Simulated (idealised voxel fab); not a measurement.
process module | voxel self aligned contacts
The cross-section shown here is cut; it is 150 nm wide and divided into square cells measuring 5 nm on a side.
Square cells in a grid make up a cross-section in this document, and the grid is given as bands, listed from the top down, each one or more rows of cells. For a band, the entry starts with two heights in nm, that of the top and then that of the bottom, and carries on with the band's materials in order from left to right, each alongside its width in nm; the word "all across" beside a single material means it fills the band edge to edge, and "empty" means empty space. Height is counted from the level 0, under which the received wafer is composed throughout of one material. The lowest of the bands is not closed at the bottom but continues downward, in the notation "z 0 and below". Width: "30..40" (first number = top row, second number = bottom row, same change from row to row of cells). "no modification" means the step left every cell of the cross-section as it was. Closed-off voids of 8+ cells (no open route to the top) go in "Enclosed void listing", written width x height at distance from the left edge, in nm. Where a step's line continues beyond its settings, the continuation is a remark by the simulator itself on that step. overlay nm, on a step with a mask: how far to the right of its planned place the mask lay; to the left if negative.

LISTED BELOW ARE THE PROCESS STEPS AS PLANNED
1,RECEIVE,material Si
2,OXIDIZE,depth nm 5
3,DIRECTIONAL_DEP,material polySi,thk nm 20
4,DIRECTIONAL_DEP,material SiN,thk nm 20
5,MASKED_ETCH,tone cover,mask id GATE,width nm 35,pitch nm 65,etch materials SiN,depth nm 20,overlay nm 0
6,MASKED_ETCH,tone cover,mask id GATE,width nm 35,pitch nm 65,etch materials polySi,depth nm 20,overlay nm 0
7,CONFORMAL_DEP,material SiN,thk nm 5
8,DIRECTIONAL_ETCH,etch materials SiN,depth nm 5
9,FILL_DEP,material SiO2,thk nm 20
10,CMP,height nm 50
11,MASKED_ETCH,tone open,mask id CONTACT,width nm 40,etch materials SiO2,depth nm 55,overlay nm 0
12,CONFORMAL_DEP,material TiN,thk nm 5
13,FILL_DEP,material Ru,thk nm 5
14,CMP,height nm 50
15,CONFORMAL_DEP,material SiN,thk nm 5

OF TWO WAFERS, THE FIRST: RUN ACCORDING TO PLAN

STEP 1 COMPLETE: CROSS-SECTION OF THE WAFER AS RECEIVED
> z 0 and below: Si all across
> Enclosed void listing: none

HOW THE WAFER STANDS IN SECTION AFTER STEP 2
> z 0 to -5: SiO2 all across
> Heights below -5 show no change.

HOW THE WAFER STANDS IN SECTION AFTER STEP 3
> z 20 to 0: polySi all across
> Heights below 0 show no change.

HOW THE WAFER STANDS IN SECTION AFTER STEP 4
> z 40 to 20: SiN all across
> Heights below 20 show no change.

HOW THE WAFER STANDS IN SECTION AFTER STEP 5
> z 40 to 20: empty=25, then SiN=35, then empty=30, then SiN=35, then empty=25
> Heights below 20 show no change.

HOW THE WAFER STANDS IN SECTION AFTER STEP 6
> z 40 to 20: empty=25, then SiN=35, then empty=30, then SiN=35, then empty=25
> z 20 to 0: empty=25, then polySi=35, then empty=30, then polySi=35, then empty=25
> Heights below 0 show no change.

HOW THE WAFER STANDS IN SECTION AFTER STEP 7
> z 45 to 20: empty=20, then SiN=45, then empty=20, then SiN=45, then empty=20
> z 20 to 5: empty=20, then SiN=5, then polySi=35, then SiN=5, then empty=20, then SiN=5, then polySi=35, then SiN=5, then empty=20
> z 5 to 0: SiN=25, then polySi=35, then SiN=30, then polySi=35, then SiN=25
> Heights below 0 show no change.

HOW THE WAFER STANDS IN SECTION AFTER STEP 8
> z 40 to 20: empty=20, then SiN=45, then empty=20, then SiN=45, then empty=20
> z 20 to 0: empty=20, then SiN=5, then polySi=35, then SiN=5, then empty=20, then SiN=5, then polySi=35, then SiN=5, then empty=20
> Heights below 0 show no change.

HOW THE WAFER STANDS IN SECTION AFTER STEP 9
> z 60 to 40: SiO2 all across
> z 40 to 20: SiO2=20, then SiN=45, then SiO2=20, then SiN=45, then SiO2=20
> z 20 to 0: SiO2=20, then SiN=5, then polySi=35, then SiN=5, then SiO2=20, then SiN=5, then polySi=35, then SiN=5, then SiO2=20
> Heights below 0 show no change.

HOW THE WAFER STANDS IN SECTION AFTER STEP 10
> z 50 to 40: SiO2 all across
> Heights below 40 show no change.

HOW THE WAFER STANDS IN SECTION AFTER STEP 11
> z 50 to 40: SiO2=55, then empty=40, then SiO2=55
> z 40 to 20: SiO2=20, then SiN=45, then empty=20, then SiN=45, then SiO2=20
> z 20 to 0: SiO2=20, then SiN=5, then polySi=35, then SiN=5, then empty=20, then SiN=5, then polySi=35, then SiN=5, then SiO2=20
> z 0 to -5: SiO2=65, then empty=20, then SiO2=65
> Heights below -5 show no change.

HOW THE WAFER STANDS IN SECTION AFTER STEP 12
> z 55 to 50: TiN=60, then empty=30, then TiN=60
> z 50 to 40: SiO2=55, then TiN=5..15, then empty=30..10, then TiN=5..15, then SiO2=55
> z 40 to 20: SiO2=20, then SiN=45, then TiN=5, then empty=10, then TiN=5, then SiN=45, then SiO2=20
> z 20 to 0: SiO2=20, then SiN=5, then polySi=35, then SiN=5, then TiN=5, then empty=10, then TiN=5, then SiN=5, then polySi=35, then SiN=5, then SiO2=20
> z 0 to -5: SiO2=65, then TiN=20, then SiO2=65
> Heights below -5 show no change.

HOW THE WAFER STANDS IN SECTION AFTER STEP 13
> z 60 to 55: Ru all across
> z 55 to 50: TiN=60, then Ru=30, then TiN=60
> z 50 to 40: SiO2=55, then TiN=5..15, then Ru=30..10, then TiN=5..15, then SiO2=55
> z 40 to 20: SiO2=20, then SiN=45, then TiN=5, then Ru=10, then TiN=5, then SiN=45, then SiO2=20
> z 20 to 0: SiO2=20, then SiN=5, then polySi=35, then SiN=5, then TiN=5, then Ru=10, then TiN=5, then SiN=5, then polySi=35, then SiN=5, then SiO2=20
> Heights below 0 show no change.

HOW THE WAFER STANDS IN SECTION AFTER STEP 14
> z 50 to 40: SiO2=55, then TiN=5..15, then Ru=30..10, then TiN=5..15, then SiO2=55
> Heights below 40 show no change.

HOW THE WAFER STANDS IN SECTION AFTER STEP 15
> z 55 to 50: SiN all across
> Heights below 50 show no change.

SECOND WAFER - SHARED START AND PLAN WITH THE FIRST - ONE ERROR IN RUNNING - SAME AS THE FIRST UP TO STEP 2 INCLUSIVE

SECOND WAFER, SECTION VIEW, TIME POINT: SCHEDULED END OF STEP 3
> z 25 to 0: polySi all across
> Heights below 0 show no change.

SECOND WAFER, SECTION VIEW, TIME POINT: SCHEDULED END OF STEP 4
> z 45 to 25: SiN all across
> Heights below 25 show no change.

SECOND WAFER, SECTION VIEW, TIME POINT: SCHEDULED END OF STEP 5
> z 45 to 25: empty=25, then SiN=35, then empty=30, then SiN=35, then empty=25
> Heights below 25 show no change.

SECOND WAFER, SECTION VIEW, TIME POINT: SCHEDULED END OF STEP 6
> z 45 to 25: empty=25, then SiN=35, then empty=30, then SiN=35, then empty=25
> z 25 to 5: empty=25, then polySi=35, then empty=30, then polySi=35, then empty=25
> Heights below 5 show no change.

SECOND WAFER, SECTION VIEW, TIME POINT: SCHEDULED END OF STEP 7
> z 50 to 25: empty=20, then SiN=45, then empty=20, then SiN=45, then empty=20
> z 25 to 10: empty=20, then SiN=5, then polySi=35, then SiN=5, then empty=20, then SiN=5, then polySi=35, then SiN=5, then empty=20
> z 10 to 5: SiN=25, then polySi=35, then SiN=30, then polySi=35, then SiN=25
> Heights below 5 show no change.

SECOND WAFER, SECTION VIEW, TIME POINT: SCHEDULED END OF STEP 8
> z 45 to 25: empty=20, then SiN=45, then empty=20, then SiN=45, then empty=20
> z 25 to 5: empty=20, then SiN=5, then polySi=35, then SiN=5, then empty=20, then SiN=5, then polySi=35, then SiN=5, then empty=20
> Heights below 5 show no change.

SECOND WAFER, SECTION VIEW, TIME POINT: SCHEDULED END OF STEP 9
> z 65 to 45: SiO2 all across
> z 45 to 25: SiO2=20, then SiN=45, then SiO2=20, then SiN=45, then SiO2=20
> z 25 to 5: SiO2=20, then SiN=5, then polySi=35, then SiN=5, then SiO2=20, then SiN=5, then polySi=35, then SiN=5, then SiO2=20
> Heights below 5 show no change.

SECOND WAFER, SECTION VIEW, TIME POINT: SCHEDULED END OF STEP 10
> z 50 to 45: SiO2 all across
> Heights below 45 show no change.

SECOND WAFER, SECTION VIEW, TIME POINT: SCHEDULED END OF STEP 11
> z 50 to 45: SiO2=55, then empty=40, then SiO2=55
> z 45 to 25: SiO2=20, then SiN=45, then empty=20, then SiN=45, then SiO2=20
> z 25 to 5: SiO2=20, then SiN=5, then polySi=35, then SiN=5, then empty=20, then SiN=5, then polySi=35, then SiN=5, then SiO2=20
> Heights below 5 show no change.

SECOND WAFER, SECTION VIEW, TIME POINT: SCHEDULED END OF STEP 12
> z 55 to 50: TiN=60, then empty=30, then TiN=60
> z 50 to 45: SiO2=55, then TiN=15, then empty=10, then TiN=15, then SiO2=55
> z 45 to 25: SiO2=20, then SiN=45, then TiN=5, then empty=10, then TiN=5, then SiN=45, then SiO2=20
> z 25 to 10: SiO2=20, then SiN=5, then polySi=35, then SiN=5, then TiN=5, then empty=10, then TiN=5, then SiN=5, then polySi=35, then SiN=5, then SiO2=20
> z 10 to 5: SiO2=20, then SiN=5, then polySi=35, then SiN=5, then TiN=20, then SiN=5, then polySi=35, then SiN=5, then SiO2=20
> Heights below 5 show no change.

SECOND WAFER, SECTION VIEW, TIME POINT: SCHEDULED END OF STEP 13
> z 60 to 55: Ru all across
> z 55 to 50: TiN=60, then Ru=30, then TiN=60
> z 50 to 45: SiO2=55, then TiN=15, then Ru=10, then TiN=15, then SiO2=55
> z 45 to 25: SiO2=20, then SiN=45, then TiN=5, then Ru=10, then TiN=5, then SiN=45, then SiO2=20
> z 25 to 10: SiO2=20, then SiN=5, then polySi=35, then SiN=5, then TiN=5, then Ru=10, then TiN=5, then SiN=5, then polySi=35, then SiN=5, then SiO2=20
> Heights below 10 show no change.

SECOND WAFER, SECTION VIEW, TIME POINT: SCHEDULED END OF STEP 14
> z 50 to 45: SiO2=55, then TiN=15, then Ru=10, then TiN=15, then SiO2=55
> Heights below 45 show no change.

SECOND WAFER, SECTION VIEW, TIME POINT: SCHEDULED END OF STEP 15
> z 55 to 50: SiN all across
> Heights below 50 show no change.
Deviation noted in wafer processing: step 3 changed vs plan, executed as DIRECTIONAL_DEP,material polySi,thk nm 25
End check, counted in cells, second wafer has more or fewer of these materials than the first: -8 Ru; -18 SiO2; -4 TiN; +30 polySi
